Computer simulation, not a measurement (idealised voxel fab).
process module | voxel quadruple lines
cross-section cut | 140 nm wide | cells 5 nm
A cross-section is a grid of square cells, given in bands from the top down. A band is one or more rows of cells.
Each band's line starts with the height of the band's top and of its bottom, in nm. Then come its materials from left to right, each with its width in nm. One material with "throughout" fills the band from edge to edge. "air" is empty space.
Height 0 is the level under which the wafer as received is all one material. The lowest band goes on downwards, as in "0 down".
A width such as "30 to 40" changes by the same amount from each row of cells to the next, from the band's top row to its bottom row.
"no change" after a step means that no cell of the cross-section changed.
closed voids: empty space of 8 cells or more with no open way to the top, each as width x height at its distance from the left edge, in nm
after a step's settings: what the simulator itself notes on the step
overlay nm, on a step with a mask: how far to the right of its planned place the mask lay; to the left if negative
plan
1 op RECEIVE | material Si
2 op CONFORMAL_DEP | material Al2O3 | thk nm 10
3 op DIRECTIONAL_DEP | material W | thk nm 15
4 op DIRECTIONAL_DEP | material polySi | thk nm 20
5 op DIRECTIONAL_DEP | material aC | thk nm 20
6 op PATTERN | tone cover | mask id MANDREL | material resist | width nm 20 | thk nm 25 | overlay nm -15
7 op DIRECTIONAL_ETCH | etch materials aC | depth nm 20
8 op STRIP | etch materials resist
9 op CONFORMAL_DEP | material SiO2 | thk nm 10
10 op DIRECTIONAL_ETCH | etch materials SiO2 | depth nm 10
11 op STRIP | etch materials aC
12 op DIRECTIONAL_ETCH | etch materials polySi | depth nm 20
13 op STRIP | etch materials SiO2
14 op CONFORMAL_DEP | material SiN | thk nm 5
15 op DIRECTIONAL_ETCH | etch materials SiN | depth nm 5
16 op STRIP | etch materials polySi
17 op DIRECTIONAL_ETCH | etch materials W | depth nm 15
18 op STRIP | etch materials SiN
19 op FILL_DEP | material lowk | thk nm 5
20 op CMP | height nm 25
varied across the wafers: overlay nm of step 6. The plan shows the first wafer's value. All wafers start alike
first wafer as received, after step 1
  0 down: Si throughout
  closed voids: none
each wafer at the end: cells of each material gained (+) or lost (-) since it was received, then its closed voids
overlay nm -15 | +56 Al2O3 | +12 W | +72 lowk | closed voids: none
overlay nm -10 | +56 Al2O3 | +12 W | +72 lowk | closed voids: none
overlay nm -5 | +56 Al2O3 | +12 W | +72 lowk | closed voids: none
overlay nm 0 | +56 Al2O3 | +12 W | +72 lowk | closed voids: none
overlay nm 5 | +56 Al2O3 | +12 W | +72 lowk | closed voids: none
overlay nm 10 | +56 Al2O3 | +12 W | +72 lowk | closed voids: none
overlay nm 15 | +56 Al2O3 | +12 W | +72 lowk | closed voids: none
